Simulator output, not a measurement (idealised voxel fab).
Process module heading - voxel self aligned vias
For reference, the cross-section in this document is cut, with width 245 nm and square cells of 5 nm.
Just so we're on the same page, the cross-sections are grids of square cells, and they're listed out in bands top to bottom, each band one or more rows deep. Top, bottom (nm), then materials left to right with widths (nm); lone material tagged "all across" fills the whole band edge to edge; "air" = empty space. Heights are expressed relative to 0, this being the level below which the as-received wafer comprises one material exclusively. The lowest band is unbounded in the downward direction and is denoted as in "0..down". It should be noted that a width expressed as "30 to 40" varies in equal increments from row to row of cells within the band, taking the value of the first number at the top row and that of the second number at the bottom row. The designation "nothing was modified", where it is given for a processing step, indicates that no cell of the cross-section was altered in the course of that step. Basically, "Trapped voids" tells you about the enclosed voids: empty spaces with no open way to the top, 8 cells or bigger, each written width x height at distance, where distance is from the left edge, all in nm. Note: text after step settings on the step line = simulator remark on that step. The "overlay nm" setting may appear on a step's line; for a step that uses a mask, it gives how far to the right of its planned position the mask lay, and a negative value indicates the left.
[These are the steps we planned for the process]
1: RECEIVE with material Si
2: CONFORMAL_DEP with material SiO2, thk nm 15
3: CONFORMAL_DEP with material SiCN, thk nm 5
4: DIRECTIONAL_DEP with material SiO2, thk nm 25
5: MASKED_ETCH with tone open, mask id LINES, width nm 25, pitch nm 65, etch materials SiO2, depth nm 25, overlay nm 0
6: CONFORMAL_DEP with material TiN, thk nm 5
7: FILL_DEP with material Ru, thk nm 5
8: CMP with height nm 45
9: SELECTIVE_ETCH with etch materials W Ru TiN, depth nm 5
10: FILL_DEP with material SiN, thk nm 5
11: CMP with height nm 45
12: DIRECTIONAL_DEP with material SiO2, thk nm 15
13: DIRECTIONAL_DEP with material aC, thk nm 10
14: PATTERN with tone open, mask id VIAS, material resist, width nm 45, pitch nm 130, thk nm 25, overlay nm 0
15: DIRECTIONAL_ETCH with etch materials aC, depth nm 10
16: STRIP with etch materials resist
17: DIRECTIONAL_ETCH with etch materials SiO2, depth nm 15
18: DIRECTIONAL_ETCH with etch materials SiN, depth nm 5
19: STRIP with etch materials aC
20: CONFORMAL_DEP with material TiN, thk nm 5
21: FILL_DEP with material Ru, thk nm 10
22: CMP with height nm 60
23: CONFORMAL_DEP with material SiN, thk nm 5
[as received, after step 1]
- 0..down | Si all across
- Trapped voids: none
[The first of two wafers, cross-sectioned at the end of the module, with the run proceeding as planned]
- 65..60 | SiN all across
- 60..50 | SiO2: 35; TiN: 5; Ru: 35; TiN: 5; SiO2: 85; TiN: 5; Ru: 35; TiN: 5; SiO2: 35
- 50..45 | SiO2: 35; TiN: 15; Ru: 15; TiN: 15; SiO2: 85; TiN: 15; Ru: 15; TiN: 15; SiO2: 35
- 45..40 | SiO2: 45; TiN: 25; SiO2: 40; SiN: 25; SiO2: 40; TiN: 25; SiO2: 45
- 40..25 | SiO2: 45; TiN: 5; Ru: 15; TiN: 5; SiO2: 40; TiN: 5; Ru: 15; TiN: 5; SiO2: 40; TiN: 5; Ru: 15; TiN: 5; SiO2: 45
- 25..20 | SiO2: 45; TiN: 25; SiO2: 40; TiN: 25; SiO2: 40; TiN: 25; SiO2: 45
- 20..15 | SiCN all across
- 15..0 | SiO2 all across
- 0..down | Si all across
- Trapped voids: none
[Wafer two, sectioned after the module: the first wafer's start, the first wafer's plan, and one mistake in how it was run]
- 65..60 | SiN all across
- 60..50 | SiO2: 35; TiN: 5; Ru: 35; TiN: 5; SiO2: 85; TiN: 5; Ru: 35; TiN: 5; SiO2: 35
- 50..45 | SiO2: 35; TiN: 45; SiO2: 85; TiN: 45; SiO2: 35
- 45..40 | SiCN all across
- 40..0 | SiO2 all across
- 0..down | Si all across
- Trapped voids: none
The mistake made against the process plan was this: steps 3 and 4: order swapped relative to plan
Final wafer comparison in cells, second versus first, more or fewer per material: Ru -33; SiN -5; SiO2 +75; TiN -37
